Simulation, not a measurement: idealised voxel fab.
The following is a process module called voxel self aligned contacts.
Xsec cut, 245 nm wide, square cell size 5 nm.
In this document a cross-section is written as a grid of square cells. It is given as a series of bands, listed from the top down, and a band is one or more rows of cells. The entry gives the band's vertical extent as a top height and a bottom height in nm, then its horizontal make-up as materials from left to right, each with a width in nm. "empty" stands for empty space; a single material marked "full width" fills the band edge to edge. Height is counted from the level 0, under which the received wafer is composed throughout of one material. The lowest of the bands is not closed at the bottom but continues downward, in the notation "0 -> down". Quick explanation for "30 to 40": the width changes in equal steps down the rows of cells, from the first number in the band's top row to the second number in its bottom row. "remained the same" (step): cross-section cells unchanged, all of them. Trapped cavities: empty space of 8 cells or more with no open way to the top, each as width x height at its distance from the left edge, in nm. Whatever follows a step's settings on its line is a remark the simulator itself makes about that step. "overlay nm" on a masked step: distance the mask lay right of its planned place, negative for left.
[The planned process steps are enumerated hereunder]
1. RECEIVE | material Si
2. OXIDIZE | depth nm 5
3. DIRECTIONAL_DEP | material polySi | thk nm 25
4. DIRECTIONAL_DEP | material SiN | thk nm 15
5. DIRECTIONAL_DEP | material aC | thk nm 15
6. PATTERN | tone cover | mask id GATE | material resist | width nm 35 | pitch nm 70 | thk nm 35 | overlay nm 0
7. DIRECTIONAL_ETCH | etch materials aC | depth nm 15
8. STRIP | etch materials resist
9. DIRECTIONAL_ETCH | etch materials SiN | depth nm 15
10. DIRECTIONAL_ETCH | etch materials polySi | depth nm 25
11. STRIP | etch materials aC
12. CONFORMAL_DEP | material SiN | thk nm 5
13. DIRECTIONAL_ETCH | etch materials SiN | depth nm 5
14. FILL_DEP | material SiO2 | thk nm 10
15. CMP | height nm 45
16. PATTERN | tone open | mask id CONTACT | material resist | width nm 55 | thk nm 15 | overlay nm 0
17. DIRECTIONAL_ETCH | etch materials SiO2 | depth nm 50
18. STRIP | etch materials resist
19. CONFORMAL_DEP | material TiN | thk nm 5
20. FILL_DEP | material W | thk nm 10
21. CMP | height nm 45
22. CONFORMAL_DEP | material SiN | thk nm 5
[Wafer cross-section on receipt, i.e. after step 1]
  0 -> down | Si full width
  Trapped cavities: none
[The plan above was carried out on the starting structure above with one mistake, and this cross-section shows the wafer at the end of the module]
  50 -> 45 | SiN full width
  45 -> 40 | SiO2=95 | TiN=20 | W=15 | TiN=20 | SiO2=95
  40 -> 20 | SiO2=65 | SiN=5 | polySi=35 | SiN=5 | TiN=5 | W=15 | TiN=5 | SiN=5 | polySi=35 | SiN=5 | SiO2=65
  20 -> 15 | SiO2=65 | SiN=5 | polySi=35 | SiN=5 | TiN=25 | SiN=5 | polySi=35 | SiN=5 | SiO2=65
  15 -> 0 | SiN full width
  0 -> -5 | SiO2 full width
  -5 -> down | Si full width
  Trapped cavities: none
Processing error: steps 3 and 4 of the plan were run in the wrong order, each in the other's place
